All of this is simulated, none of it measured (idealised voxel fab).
Proc. module: voxel tone inversion
Cross-section cut: width 230 nm, square cells of 5 nm.
Square cells in a grid make up a cross-section in this document, and the grid is given as bands, listed from the top down, each one or more rows of cells. Band: top height; bottom height; in nm. Then, left to right: material with width in nm, for each material. "throughout": a single material spanning edge to edge. "air": empty space. Beneath 0, the wafer as received is one material, and that level is where height counting begins. The lowest band goes on downward without a bottom; it is written like "z 0 and below". So if you see something like "30->40" for the width, read it as the top row of the band sitting at the first number and the bottom row at the second, with every row in between moving by the same amount as the last. What does "nothing got changed" mean for a step? It means no cell of the cross-section changed in that step. "Voids lacking openings" lists enclosed empty spaces (at least 8 cells, no open path upward to the top), each as width x height at distance from the left edge, in nm. The remark found on a step's line after its settings is issued by the simulator itself and pertains to that step. On any step carrying a mask, the "overlay nm" setting, if present on the step's line, tells how far right of its planned place the mask lay; negative values point to the left.

## plan
| 1 | RECEIVE, material Si |
| 2 | CONFORMAL_DEP, material SiCN, thk nm 5 |
| 3 | DIRECTIONAL_DEP, material polySi, thk nm 25 |
| 4 | PATTERN, tone cover, mask id POSTS, material resist, width nm 25, pitch nm 50, thk nm 35, overlay nm 0 |
| 5 | DIRECTIONAL_ETCH, etch materials polySi, depth nm 25 |
| 6 | STRIP, etch materials resist |
| 7 | FILL_DEP, material lowk, thk nm 5 |
| 8 | CMP, height nm 30 |
| 9 | STRIP, etch materials polySi |

## Incoming wafer in cross-section (state: after step 1)
- z 0 and below  Si throughout
- Voids lacking openings: none

## Post-module cross-section: identical start and plan to those above, one misstep in execution
- z 30 to 25  lowk throughout
- z 25 to 0  50 nm lowk, then 25 nm polySi, then 25 nm lowk, then 25 nm polySi, then 25 nm lowk, then 25 nm polySi, then 55 nm lowk
- z 0 and below  Si throughout
- Voids lacking openings: none
What went wrong in running the wafer? the run left out plan step 2 entirely, so it was never executed
